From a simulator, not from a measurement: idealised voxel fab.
The name of this process module is voxel self aligned contacts.
The cross-section on display is named cut; it measures 180 nm wide, and its cells are 5 nm squares.
Think of the cross-section as a grid of square cells. We describe it in bands, top to bottom, and each band covers one or more rows of those cells.
This entry defines a band. It first specifies the height of the band's top and the height of its bottom in nm, and then specifies the band's materials from left to right, stating each material with its width in nm. The word "throughout" identifies a single material that fills the band from edge to edge, while the word "air" identifies empty space.
Height reference: 0 = level under which incoming wafer is all one material. Lowest band: no bottom, runs on downward, e.g. "from 0 down".
Quick explanation for "30..40": the width changes in equal steps down the rows of cells, from the first number in the band's top row to the second number in its bottom row.
Step note "no change" = no cross-section cell changed.
The entry "Closed void listing" lists the empty spaces that cover at least 8 cells and have no open path to the top. Each is written as width x height at distance, where the distance is measured from the left edge and all three values are in nm.
Where a step's line continues beyond its settings, the continuation is a remark by the simulator itself on that step.
overlay nm: step with mask; distance mask lay right of planned place; negative value = left of planned place.

## The following list gives the planned process steps
1 RECEIVE,material Si
2 OXIDIZE,depth nm 5
3 DIRECTIONAL_DEP,material polySi,thk nm 25
4 DIRECTIONAL_DEP,material SiN,thk nm 15
5 PATTERN,tone cover,mask id GATE,material resist,width nm 30,pitch nm 60,thk nm 20,overlay nm 0
6 DIRECTIONAL_ETCH,etch materials SiN,depth nm 15
7 DIRECTIONAL_ETCH,etch materials polySi,depth nm 25
8 STRIP,etch materials resist
9 CONFORMAL_DEP,material SiN,thk nm 5
10 DIRECTIONAL_ETCH,etch materials SiN,depth nm 5
11 FILL_DEP,material SiO2,thk nm 15
12 CMP,height nm 50
13 MASKED_ETCH,tone open,mask id CONTACT,width nm 40,etch materials SiO2,depth nm 55,overlay nm -15
14 CONFORMAL_DEP,material TiN,thk nm 5
15 FILL_DEP,material W,thk nm 5
16 CMP,height nm 50
17 CONFORMAL_DEP,material SiCN,thk nm 5
Be aware that, although all wafers share a common starting state, the overlay nm at step 13 differs among them, and the plan displays the first wafer's value.

## first wafer as received, after step 1
    from 0 down: Si throughout
    Closed void listing: none

## The following table contains a row per wafer, in which are reported, at the conclusion of the module, the cells of each material gained (+) or lost (-) since the wafer's receipt, with its closed voids given thereafter
overlay nm -15; -36 Si; +36 SiCN; +68 SiN; +225 SiO2; +28 TiN; +15 W; +60 polySi; Closed void listing: none
overlay nm -10; -36 Si; +36 SiCN; +68 SiN; +216 SiO2; +28 TiN; +24 W; +60 polySi; Closed void listing: none
overlay nm -5; -36 Si; +36 SiCN; +68 SiN; +216 SiO2; +28 TiN; +24 W; +60 polySi; Closed void listing: none
overlay nm 0; -36 Si; +36 SiCN; +68 SiN; +216 SiO2; +28 TiN; +24 W; +60 polySi; Closed void listing: none
overlay nm 5; -36 Si; +36 SiCN; +68 SiN; +216 SiO2; +28 TiN; +24 W; +60 polySi; Closed void listing: none
overlay nm 10; -36 Si; +36 SiCN; +68 SiN; +216 SiO2; +28 TiN; +24 W; +60 polySi; Closed void listing: none
overlay nm 15; -36 Si; +36 SiCN; +68 SiN; +225 SiO2; +28 TiN; +15 W; +60 polySi; Closed void listing: none
